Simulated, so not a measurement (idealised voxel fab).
The process module presented herein is designated voxel fin reveal.
Shown is cross-section cut, with a width of 200 nm and square cells of size 5 nm.
A cross-section is written here as square cells arranged in a grid, and it is given in bands from the top down, each band taking up one or more rows of cells. The band entry comprises the height of the band's top followed by the height of its bottom, expressed in nm, and subsequently the band's materials from left to right, each stated together with its width in nm. Where a single material is marked with the word "throughout", that material fills the band from edge to edge. The word "empty" represents empty space. Heights are measured from 0, the level below which the as-received wafer is all one material; the lowest band has no bottom and continues downward, written as in "from 0 down". Quick explanation for "30->40": the width changes in equal steps down the rows of cells, from the first number in the band's top row to the second number in its bottom row. Step marked "no alteration"? Then no cell in the cross-section changed in it. In "Voids, sealed" the enclosed voids are listed, meaning empty spaces of 8 cells or larger without any opening to the top. The form is width x height at distance, distance from the left edge, units nm. Anything after a step's settings on that line? It's the simulator's own note about the step. The setting "overlay nm" may be written on the line of a step. When the step uses a mask, the value reports how far to the right of the planned place the mask lay, and a negative value reports that it lay to the left.

These are the steps we planned for the process:
| 1 | op RECEIVE | material Si |
| 2 | op CONFORMAL_DEP | material SiN | thk nm 5 |
| 3 | op PATTERN | tone cover | mask id FINS | material resist | width nm 15 | pitch nm 45 | thk nm 20 | overlay nm 0 |
| 4 | op DIRECTIONAL_ETCH | etch materials SiN | depth nm 5 |
| 5 | op DIRECTIONAL_ETCH | etch materials Si | depth nm 35 |
| 6 | op STRIP | etch materials resist |
| 7 | op FILL_DEP | material SiO2 | thk nm 5 |
| 8 | op CMP | height nm 5 |
| 9 | op SELECTIVE_ETCH | etch materials SiO2 | depth nm 20 |
| 10 | op STRIP | etch materials SiN |
| 11 | op CONFORMAL_DEP | material HfO2 | thk nm 5 |

First of the two wafers, run per plan:

Cross-section of the incoming wafer, state after step 1:
	from 0 down = Si throughout
	Voids, sealed: none

after step 2:
	from 5 to 0 = SiN throughout
	Rest of section, below 0: as before.

after step 3:
	from 25 to 5 = empty: 70, then resist: 15, then empty: 30, then resist: 15, then empty: 70
	Rest of section, below 5: as before.

after step 4:
	from 25 to 5 = empty: 70, then resist: 15, then empty: 30, then resist: 15, then empty: 70
	from 5 to 0 = empty: 70, then SiN: 15, then empty: 30, then SiN: 15, then empty: 70
	Rest of section, below 0: as before.

after step 5:
	from 25 to 5 = empty: 70, then resist: 15, then empty: 30, then resist: 15, then empty: 70
	from 5 to 0 = empty: 70, then SiN: 15, then empty: 30, then SiN: 15, then empty: 70
	from 0 to -35 = empty: 70, then Si: 15, then empty: 30, then Si: 15, then empty: 70
	Rest of section, below -35: as before.

after step 6:
	from 5 to 0 = empty: 70, then SiN: 15, then empty: 30, then SiN: 15, then empty: 70
	Rest of section, below 0: as before.

after step 7:
	from 10 to 5 = SiO2 throughout
	from 5 to 0 = SiO2: 70, then SiN: 15, then SiO2: 30, then SiN: 15, then SiO2: 70
	from 0 to -35 = SiO2: 70, then Si: 15, then SiO2: 30, then Si: 15, then SiO2: 70
	Rest of section, below -35: as before.

after step 8:
	from 5 to 0 = SiO2: 70, then SiN: 15, then SiO2: 30, then SiN: 15, then SiO2: 70
	Rest of section, below 0: as before.

after step 9:
	from 5 to 0 = empty: 70, then SiN: 15, then empty: 30, then SiN: 15, then empty: 70
	from 0 to -15 = empty: 70, then Si: 15, then empty: 30, then Si: 15, then empty: 70
	Rest of section, below -15: as before.

after step 10:
	from 0 to -15 = empty: 70, then Si: 15, then empty: 30, then Si: 15, then empty: 70
	Rest of section, below -15: as before.

after step 11:
	from 5 to 0 = empty: 65, then HfO2: 25, then empty: 20, then HfO2: 25, then empty: 65
	from 0 to -10 = empty: 65, then HfO2: 5, then Si: 15, then HfO2: 5, then empty: 20, then HfO2: 5, then Si: 15, then HfO2: 5, then empty: 65
	from -10 to -15 = HfO2: 70, then Si: 15, then HfO2: 30, then Si: 15, then HfO2: 70
	Rest of section, below -15: as before.

second wafer: like start, like plan, one mistake. Through step 10 it matches the first wafer:

Look at the second wafer in cross-section at the time step 11 ought to have finished:
	from 15 to 0 = empty: 55, then HfO2: 90, then empty: 55
	from 0 to -15 = HfO2: 70, then Si: 15, then HfO2: 30, then Si: 15, then HfO2: 70
	Rest of section, below -15: as before.
What went wrong in running the wafer? step 11 ran as: op CONFORMAL_DEP | material HfO2 | thk nm 15
Upon completion, the second wafer contains, in terms of cells, a greater or smaller amount of certain materials than the first wafer: HfO2: 104 more
